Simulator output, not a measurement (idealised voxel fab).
The following process module bears the name voxel transistor to metal.
We display cut, a cross-section 210 nm in width whose square cells are each 5 nm.
Cross-sections here: square-cell grids, written as top-down lists of bands, a band being one or more rows of cells.
Basically the band line says how high the top is and how high the bottom is, in nm, and then what's in it from left to right, every material with its width in nm. Empty space shows up as "empty", and if a single material carries "full width" it runs the full band edge to edge.
Note: height 0 marks the level under which the wafer is uniformly one material as received. Lowest band unbounded below, written "z 0 and below".
A width given as "30 to 40" starts at the first number in the band's top row and ends at the second number in its bottom row, shifting by an equal amount at every step from row to row.
Basically "no change" means that step didn't change any cell in the cross-section.
The entry "Enclosed void entries" lists the empty spaces that cover at least 8 cells and have no open path to the top. Each is written as width x height at distance, where the distance is measured from the left edge and all three values are in nm.
If you see something after the settings on a step's line, that's the simulator's own remark about that step.
"overlay nm" denotes, for a step that has a mask, the displacement of the mask to the right of its planned place, with negative values corresponding to the left.

THIS SECTION LISTS THE PROCESS STEPS THAT WERE PLANNED
| 1 | RECEIVE (material Si) |
| 2 | CONFORMAL_DEP (material SiO2; thk nm 5) |
| 3 | CONFORMAL_DEP (material SiN; thk nm 15) |
| 4 | DIRECTIONAL_DEP (material aC; thk nm 10) |
| 5 | PATTERN (tone cover; mask id ACTIVE; material resist; width nm 115; thk nm 25; overlay nm 0) |
| 6 | DIRECTIONAL_ETCH (etch materials aC; depth nm 10) |
| 7 | STRIP (etch materials resist) |
| 8 | DIRECTIONAL_ETCH (etch materials SiN; depth nm 15) |
| 9 | DIRECTIONAL_ETCH (etch materials SiO2; depth nm 5) |
| 10 | DIRECTIONAL_ETCH (etch materials Si; depth nm 20) |
| 11 | STRIP (etch materials aC) |
| 12 | OXIDIZE (depth nm 5) |
| 13 | FILL_DEP (material SiO2; thk nm 15) |
| 14 | CMP (height nm 20) |
| 15 | SELECTIVE_ETCH (etch materials SiO2; depth nm 15) |
| 16 | STRIP (etch materials SiN) |
| 17 | SELECTIVE_ETCH (etch materials SiO2; depth nm 5) |
| 18 | OXIDIZE (depth nm 5) |
| 19 | DIRECTIONAL_DEP (material polySi; thk nm 30) |
| 20 | DIRECTIONAL_DEP (material SiCN; thk nm 10) |
| 21 | PATTERN (tone cover; mask id GATE; material resist; width nm 25; thk nm 20; overlay nm 0) |
| 22 | DIRECTIONAL_ETCH (etch materials SiCN; depth nm 20) |
| 23 | DIRECTIONAL_ETCH (etch materials polySi; depth nm 40) |
| 24 | STRIP (etch materials resist) |
| 25 | CONFORMAL_DEP (material SiO2; thk nm 5) |
| 26 | DIRECTIONAL_ETCH (etch materials SiO2; depth nm 5) |
| 27 | CONFORMAL_DEP (material SiN; thk nm 5) |
| 28 | DIRECTIONAL_ETCH (etch materials SiN; depth nm 5) |
| 29 | DIRECTIONAL_ETCH (etch materials SiO2; depth nm 5) |
| 30 | EPI (material SiGe; thk nm 5) |
| 31 | FILL_DEP (material SiO2; thk nm 10) |
| 32 | CMP (height nm 40) |
| 33 | DIRECTIONAL_DEP (material SiO2; thk nm 10) |
| 34 | MASKED_ETCH (tone open; mask id CONTACT; width nm 30; pitch nm 65; etch materials SiO2; depth nm 50; overlay nm 0) |
| 35 | CONFORMAL_DEP (material TiN; thk nm 5) |
| 36 | FILL_DEP (material W; thk nm 10) |
| 37 | CMP (height nm 50) |
| 38 | CONFORMAL_DEP (material SiN; thk nm 5) |
| 39 | DIRECTIONAL_DEP (material SiO2; thk nm 20) |
| 40 | MASKED_ETCH (tone open; mask id METAL_1; width nm 15; pitch nm 80; etch materials SiO2; depth nm 20; overlay nm 0) |
| 41 | MASKED_ETCH (tone open; mask id METAL_1; width nm 15; pitch nm 80; etch materials SiN; depth nm 5; overlay nm 0) |
| 42 | CONFORMAL_DEP (material TiN; thk nm 5) |
| 43 | FILL_DEP (material W; thk nm 10) |
| 44 | CMP (height nm 75) |
| 45 | EPI (material Ru; thk nm 5) |
| 46 | FILL_DEP (material SiCN; thk nm 5) |

THE FIRST WAFER OF TWO, PROCESSED AS PLANNED

STEP 1 COMPLETE: CROSS-SECTION OF THE WAFER AS RECEIVED
z 0 and below = Si full width
Enclosed void entries: none

CROSS-SECTION OF THE WAFER SUBSEQUENT TO STEP 2
z 5 to 0 = SiO2 full width
Everything under 0 stays put, no change at all.

CROSS-SECTION OF THE WAFER SUBSEQUENT TO STEP 3
z 20 to 5 = SiN full width
Everything under 5 stays put, no change at all.

CROSS-SECTION OF THE WAFER SUBSEQUENT TO STEP 4
z 30 to 20 = aC full width
Everything under 20 stays put, no change at all.

CROSS-SECTION OF THE WAFER SUBSEQUENT TO STEP 5
z 55 to 30 = empty 45, resist 115, empty 50
Everything under 30 stays put, no change at all.

CROSS-SECTION OF THE WAFER SUBSEQUENT TO STEP 6
z 45 to 30 = empty 45, resist 115, empty 50
z 30 to 20 = empty 45, aC 115, empty 50
Everything under 20 stays put, no change at all.

CROSS-SECTION OF THE WAFER SUBSEQUENT TO STEP 7
z 30 to 20 = empty 45, aC 115, empty 50
Everything under 20 stays put, no change at all.

CROSS-SECTION OF THE WAFER SUBSEQUENT TO STEP 8
z 30 to 20 = empty 45, aC 115, empty 50
z 20 to 5 = empty 45, SiN 115, empty 50
Everything under 5 stays put, no change at all.

CROSS-SECTION OF THE WAFER SUBSEQUENT TO STEP 9
z 30 to 20 = empty 45, aC 115, empty 50
z 20 to 5 = empty 45, SiN 115, empty 50
z 5 to 0 = empty 45, SiO2 115, empty 50
Everything under 0 stays put, no change at all.

CROSS-SECTION OF THE WAFER SUBSEQUENT TO STEP 10
z 30 to 20 = empty 45, aC 115, empty 50
z 20 to 5 = empty 45, SiN 115, empty 50
z 5 to 0 = empty 45, SiO2 115, empty 50
z 0 to -20 = empty 45, Si 115, empty 50
Everything under -20 stays put, no change at all.

CROSS-SECTION OF THE WAFER SUBSEQUENT TO STEP 11
z 20 to 5 = empty 45, SiN 115, empty 50
Everything under 5 stays put, no change at all.

CROSS-SECTION OF THE WAFER SUBSEQUENT TO STEP 12
z 20 to 5 = empty 45, SiN 115, empty 50
z 5 to 0 = empty 45, SiO2 115, empty 50
z 0 to -20 = empty 45, SiO2 5, Si 105, SiO2 5, empty 50
z -20 to -25 = SiO2 50, Si 105, SiO2 55
Everything under -25 stays put, no change at all.

CROSS-SECTION OF THE WAFER SUBSEQUENT TO STEP 13
z 35 to 20 = SiO2 full width
z 20 to 5 = SiO2 45, SiN 115, SiO2 50
z 5 to 0 = SiO2 full width
z 0 to -25 = SiO2 50, Si 105, SiO2 55
Everything under -25 stays put, no change at all.

CROSS-SECTION OF THE WAFER SUBSEQUENT TO STEP 14
z 20 to 5 = SiO2 45, SiN 115, SiO2 50
Everything under 5 stays put, no change at all.

CROSS-SECTION OF THE WAFER SUBSEQUENT TO STEP 15
z 20 to 5 = empty 45, SiN 115, empty 50
Everything under 5 stays put, no change at all.

CROSS-SECTION OF THE WAFER SUBSEQUENT TO STEP 16
z 5 to 0 = SiO2 full width
Everything under 0 stays put, no change at all.

CROSS-SECTION OF THE WAFER SUBSEQUENT TO STEP 17
z 0 to -25 = SiO2 50, Si 105, SiO2 55
Everything under -25 stays put, no change at all.

CROSS-SECTION OF THE WAFER SUBSEQUENT TO STEP 18
z 0 to -5 = SiO2 full width
Everything under -5 stays put, no change at all.

CROSS-SECTION OF THE WAFER SUBSEQUENT TO STEP 19
z 30 to 0 = polySi full width
Everything under 0 stays put, no change at all.

CROSS-SECTION OF THE WAFER SUBSEQUENT TO STEP 20
z 40 to 30 = SiCN full width
Everything under 30 stays put, no change at all.

CROSS-SECTION OF THE WAFER SUBSEQUENT TO STEP 21
z 60 to 40 = empty 90, resist 25, empty 95
Everything under 40 stays put, no change at all.

CROSS-SECTION OF THE WAFER SUBSEQUENT TO STEP 22
z 60 to 40 = empty 90, resist 25, empty 95
z 40 to 30 = empty 90, SiCN 25, empty 95
Everything under 30 stays put, no change at all.

CROSS-SECTION OF THE WAFER SUBSEQUENT TO STEP 23
z 60 to 40 = empty 90, resist 25, empty 95
z 40 to 30 = empty 90, SiCN 25, empty 95
z 30 to 0 = empty 90, polySi 25, empty 95
Everything under 0 stays put, no change at all.

CROSS-SECTION OF THE WAFER SUBSEQUENT TO STEP 24
z 40 to 30 = empty 90, SiCN 25, empty 95
Everything under 30 stays put, no change at all.

CROSS-SECTION OF THE WAFER SUBSEQUENT TO STEP 25
z 45 to 40 = empty 85, SiO2 35, empty 90
z 40 to 30 = empty 85, SiO2 5, SiCN 25, SiO2 5, empty 90
z 30 to 5 = empty 85, SiO2 5, polySi 25, SiO2 5, empty 90
z 5 to 0 = SiO2 90, polySi 25, SiO2 95
Everything under 0 stays put, no change at all.

CROSS-SECTION OF THE WAFER SUBSEQUENT TO STEP 26
z 40 to 30 = empty 85, SiO2 5, SiCN 25, SiO2 5, empty 90
z 30 to 0 = empty 85, SiO2 5, polySi 25, SiO2 5, empty 90
Everything under 0 stays put, no change at all.

CROSS-SECTION OF THE WAFER SUBSEQUENT TO STEP 27
z 45 to 40 = empty 80, SiN 45, empty 85
z 40 to 30 = empty 80, SiN 5, SiO2 5, SiCN 25, SiO2 5, SiN 5, empty 85
z 30 to 5 = empty 80, SiN 5, SiO2 5, polySi 25, SiO2 5, SiN 5, empty 85
z 5 to 0 = SiN 85, SiO2 5, polySi 25, SiO2 5, SiN 90
Everything under 0 stays put, no change at all.

CROSS-SECTION OF THE WAFER SUBSEQUENT TO STEP 28
z 40 to 30 = empty 80, SiN 5, SiO2 5, SiCN 25, SiO2 5, SiN 5, empty 85
z 30 to 0 = empty 80, SiN 5, SiO2 5, polySi 25, SiO2 5, SiN 5, empty 85
Everything under 0 stays put, no change at all.

CROSS-SECTION OF THE WAFER SUBSEQUENT TO STEP 29
z 40 to 35 = empty 80, SiN 5, empty 5, SiCN 25, empty 5, SiN 5, empty 85
z 35 to 30 = empty 80, SiN 5, SiO2 5, SiCN 25, SiO2 5, SiN 5, empty 85
z 30 to 0 = empty 80, SiN 5, SiO2 5, polySi 25, SiO2 5, SiN 5, empty 85
z 0 to -5 = empty 80, SiO2 45, empty 85
Everything under -5 stays put, no change at all.

CROSS-SECTION OF THE WAFER SUBSEQUENT TO STEP 30
z 40 to 35 = empty 80, SiN 5, empty 5, SiCN 25, empty 5, SiN 5, empty 85
z 35 to 30 = empty 80, SiN 5, SiO2 5, SiCN 25, SiO2 5, SiN 5, empty 85
z 30 to 0 = empty 80, SiN 5, SiO2 5, polySi 25, SiO2 5, SiN 5, empty 85
z 0 to -5 = empty 45, SiGe 35, SiO2 45, SiGe 35, empty 50
Everything under -5 stays put, no change at all.

CROSS-SECTION OF THE WAFER SUBSEQUENT TO STEP 31
z 50 to 40 = SiO2 full width
z 40 to 30 = SiO2 80, SiN 5, SiO2 5, SiCN 25, SiO2 5, SiN 5, SiO2 85
z 30 to 0 = SiO2 80, SiN 5, SiO2 5, polySi 25, SiO2 5, SiN 5, SiO2 85
z 0 to -5 = SiO2 45, SiGe 35, SiO2 45, SiGe 35, SiO2 50
Everything under -5 stays put, no change at all.

CROSS-SECTION OF THE WAFER SUBSEQUENT TO STEP 32
z 40 to 30 = SiO2 80, SiN 5, SiO2 5, SiCN 25, SiO2 5, SiN 5, SiO2 85
Everything under 30 stays put, no change at all.

CROSS-SECTION OF THE WAFER SUBSEQUENT TO STEP 33
z 50 to 40 = SiO2 full width
Everything under 40 stays put, no change at all.

CROSS-SECTION OF THE WAFER SUBSEQUENT TO STEP 34
z 50 to 40 = SiO2 55, empty 30, SiO2 35, empty 30, SiO2 60
z 40 to 30 = SiO2 55, empty 25, SiN 5, SiO2 5, SiCN 25, SiO2 5, SiN 5, empty 25, SiO2 60
z 30 to 0 = SiO2 55, empty 25, SiN 5, SiO2 5, polySi 25, SiO2 5, SiN 5, empty 25, SiO2 60
Everything under 0 stays put, no change at all.

CROSS-SECTION OF THE WAFER SUBSEQUENT TO STEP 35
z 55 to 50 = TiN 60, empty 20, TiN 45, empty 20, TiN 65
z 50 to 40 = SiO2 55, TiN 5, empty 20 to 15, TiN 5 to 10, SiO2 35, TiN 5 to 10, empty 20 to 15, TiN 5, SiO2 60
z 40 to 30 = SiO2 55, TiN 5, empty 15, TiN 5, SiN 5, SiO2 5, SiCN 25, SiO2 5, SiN 5, TiN 5, empty 15, TiN 5, SiO2 60
z 30 to 5 = SiO2 55, TiN 5, empty 15, TiN 5, SiN 5, SiO2 5, polySi 25, SiO2 5, SiN 5, TiN 5, empty 15, TiN 5, SiO2 60
z 5 to 0 = SiO2 55, TiN 25, SiN 5, SiO2 5, polySi 25, SiO2 5, SiN 5, TiN 25, SiO2 60
Everything under 0 stays put, no change at all.

CROSS-SECTION OF THE WAFER SUBSEQUENT TO STEP 36
z 65 to 55 = W full width
z 55 to 50 = TiN 60, W 20, TiN 45, W 20, TiN 65
z 50 to 40 = SiO2 55, TiN 5, W 20 to 15, TiN 5 to 10, SiO2 35, TiN 5 to 10, W 20 to 15, TiN 5, SiO2 60
z 40 to 30 = SiO2 55, TiN 5, W 15, TiN 5, SiN 5, SiO2 5, SiCN 25, SiO2 5, SiN 5, TiN 5, W 15, TiN 5, SiO2 60
z 30 to 5 = SiO2 55, TiN 5, W 15, TiN 5, SiN 5, SiO2 5, polySi 25, SiO2 5, SiN 5, TiN 5, W 15, TiN 5, SiO2 60
Everything under 5 stays put, no change at all.

CROSS-SECTION OF THE WAFER SUBSEQUENT TO STEP 37
z 50 to 40 = SiO2 55, TiN 5, W 20 to 15, TiN 5 to 10, SiO2 35, TiN 5 to 10, W 20 to 15, TiN 5, SiO2 60
Everything under 40 stays put, no change at all.

CROSS-SECTION OF THE WAFER SUBSEQUENT TO STEP 38
z 55 to 50 = SiN full width
Everything under 50 stays put, no change at all.

CROSS-SECTION OF THE WAFER SUBSEQUENT TO STEP 39
z 75 to 55 = SiO2 full width
Everything under 55 stays put, no change at all.

CROSS-SECTION OF THE WAFER SUBSEQUENT TO STEP 40
z 75 to 55 = SiO2 55, empty 15, SiO2 65, empty 15, SiO2 60
Everything under 55 stays put, no change at all.

CROSS-SECTION OF THE WAFER SUBSEQUENT TO STEP 41
z 75 to 55 = SiO2 55, empty 15, SiO2 65, empty 15, SiO2 60
z 55 to 50 = SiN 55, empty 15, SiN 65, empty 15, SiN 60
Everything under 50 stays put, no change at all.

CROSS-SECTION OF THE WAFER SUBSEQUENT TO STEP 42
z 80 to 75 = TiN 60, empty 5, TiN 75, empty 5, TiN 65
z 75 to 55 = SiO2 55, TiN 5, empty 5, TiN 5, SiO2 65, TiN 5, empty 5, TiN 5, SiO2 60
z 55 to 50 = SiN 55, TiN 15, SiN 65, TiN 15, SiN 60
Everything under 50 stays put, no change at all.

CROSS-SECTION OF THE WAFER SUBSEQUENT TO STEP 43
z 90 to 80 = W full width
z 80 to 75 = TiN 60, W 5, TiN 75, W 5, TiN 65
z 75 to 55 = SiO2 55, TiN 5, W 5, TiN 5, SiO2 65, TiN 5, W 5, TiN 5, SiO2 60
Everything under 55 stays put, no change at all.

CROSS-SECTION OF THE WAFER SUBSEQUENT TO STEP 44
z 75 to 55 = SiO2 55, TiN 5, W 5, TiN 5, SiO2 65, TiN 5, W 5, TiN 5, SiO2 60
Everything under 55 stays put, no change at all.

CROSS-SECTION OF THE WAFER SUBSEQUENT TO STEP 45
z 80 to 75 = empty 50, Ru 25, empty 55, Ru 25, empty 55
Everything under 75 stays put, no change at all.

CROSS-SECTION OF THE WAFER SUBSEQUENT TO STEP 46
z 85 to 80 = SiCN full width
z 80 to 75 = SiCN 50, Ru 25, SiCN 55, Ru 25, SiCN 55
Everything under 75 stays put, no change at all.

SECOND WAFER: SAME START AND SAME PLAN AS THE FIRST, ONE EXECUTION ERROR; IDENTICAL TO THE FIRST THROUGH STEP 33

SECOND WAFER: CROSS-SECTION AT THE SCHEDULED END OF STEP 34
z 50 to 40 = SiO2 50, empty 40, SiO2 25, empty 40, SiO2 55
z 40 to 30 = SiO2 50, empty 30, SiN 5, empty 5, SiCN 25, empty 5, SiN 5, empty 30, SiO2 55
z 30 to 0 = SiO2 50, empty 30, SiN 5, empty 5, polySi 25, empty 5, SiN 5, empty 30, SiO2 55
Everything under 0 stays put, no change at all.

SECOND WAFER: CROSS-SECTION AT THE SCHEDULED END OF STEP 35
z 55 to 50 = TiN 55, empty 30, TiN 35, empty 30, TiN 60
z 50 to 40 = SiO2 50, TiN 5, empty 30 to 20, TiN 5 to 15, SiO2 25, TiN 5 to 15, empty 30 to 20, TiN 5, SiO2 55
z 40 to 30 = SiO2 50, TiN 5, empty 20, TiN 5, SiN 5, TiN 5, SiCN 25, TiN 5, SiN 5, TiN 5, empty 20, TiN 5, SiO2 55
z 30 to 5 = SiO2 50, TiN 5, empty 20, TiN 5, SiN 5, TiN 5, polySi 25, TiN 5, SiN 5, TiN 5, empty 20, TiN 5, SiO2 55
z 5 to 0 = SiO2 50, TiN 30, SiN 5, TiN 5, polySi 25, TiN 5, SiN 5, TiN 30, SiO2 55
Everything under 0 stays put, no change at all.

SECOND WAFER: CROSS-SECTION AT THE SCHEDULED END OF STEP 36
z 65 to 55 = W full width
z 55 to 50 = TiN 55, W 30, TiN 35, W 30, TiN 60
z 50 to 40 = SiO2 50, TiN 5, W 30 to 20, TiN 5 to 15, SiO2 25, TiN 5 to 15, W 30 to 20, TiN 5, SiO2 55
z 40 to 30 = SiO2 50, TiN 5, W 20, TiN 5, SiN 5, TiN 5, SiCN 25, TiN 5, SiN 5, TiN 5, W 20, TiN 5, SiO2 55
z 30 to 5 = SiO2 50, TiN 5, W 20, TiN 5, SiN 5, TiN 5, polySi 25, TiN 5, SiN 5, TiN 5, W 20, TiN 5, SiO2 55
Everything under 5 stays put, no change at all.

SECOND WAFER: CROSS-SECTION AT THE SCHEDULED END OF STEP 37
z 50 to 40 = SiO2 50, TiN 5, W 30 to 20, TiN 5 to 15, SiO2 25, TiN 5 to 15, W 30 to 20, TiN 5, SiO2 55
Everything under 40 stays put, no change at all.

SECOND WAFER: CROSS-SECTION AT THE SCHEDULED END OF STEP 38
z 55 to 50 = SiN full width
Everything under 50 stays put, no change at all.

SECOND WAFER: CROSS-SECTION AT THE SCHEDULED END OF STEP 39
z 75 to 55 = SiO2 full width
Everything under 55 stays put, no change at all.

SECOND WAFER: CROSS-SECTION AT THE SCHEDULED END OF STEP 40
z 75 to 55 = SiO2 55, empty 15, SiO2 65, empty 15, SiO2 60
Everything under 55 stays put, no change at all.

SECOND WAFER: CROSS-SECTION AT THE SCHEDULED END OF STEP 41
z 75 to 55 = SiO2 55, empty 15, SiO2 65, empty 15, SiO2 60
z 55 to 50 = SiN 55, empty 15, SiN 65, empty 15, SiN 60
Everything under 50 stays put, no change at all.

SECOND WAFER: CROSS-SECTION AT THE SCHEDULED END OF STEP 42
z 80 to 75 = TiN 60, empty 5, TiN 75, empty 5, TiN 65
z 75 to 55 = SiO2 55, TiN 5, empty 5, TiN 5, SiO2 65, TiN 5, empty 5, TiN 5, SiO2 60
z 55 to 50 = SiN 55, TiN 15, SiN 65, TiN 15, SiN 60
Everything under 50 stays put, no change at all.

SECOND WAFER: CROSS-SECTION AT THE SCHEDULED END OF STEP 43
z 90 to 80 = W full width
z 80 to 75 = TiN 60, W 5, TiN 75, W 5, TiN 65
z 75 to 55 = SiO2 55, TiN 5, W 5, TiN 5, SiO2 65, TiN 5, W 5, TiN 5, SiO2 60
Everything under 55 stays put, no change at all.

SECOND WAFER: CROSS-SECTION AT THE SCHEDULED END OF STEP 44
z 75 to 55 = SiO2 55, TiN 5, W 5, TiN 5, SiO2 65, TiN 5, W 5, TiN 5, SiO2 60
Everything under 55 stays put, no change at all.

SECOND WAFER: CROSS-SECTION AT THE SCHEDULED END OF STEP 45
z 80 to 75 = empty 50, Ru 25, empty 55, Ru 25, empty 55
Everything under 75 stays put, no change at all.

SECOND WAFER: CROSS-SECTION AT THE SCHEDULED END OF STEP 46
z 85 to 80 = SiCN full width
z 80 to 75 = SiCN 50, Ru 25, SiCN 55, Ru 25, SiCN 55
Everything under 75 stays put, no change at all.
Plan not followed: step 34 went in with a setting other than planned; the actual run was MASKED_ETCH (tone open; mask id CONTACT; width nm 40; pitch nm 65; etch materials SiO2; depth nm 50; overlay nm 0)
The closing comparison, in cells, has the second wafer with more or fewer of some materials than the first: SiO2: 40 fewer; TiN: 20 more; W: 20 more
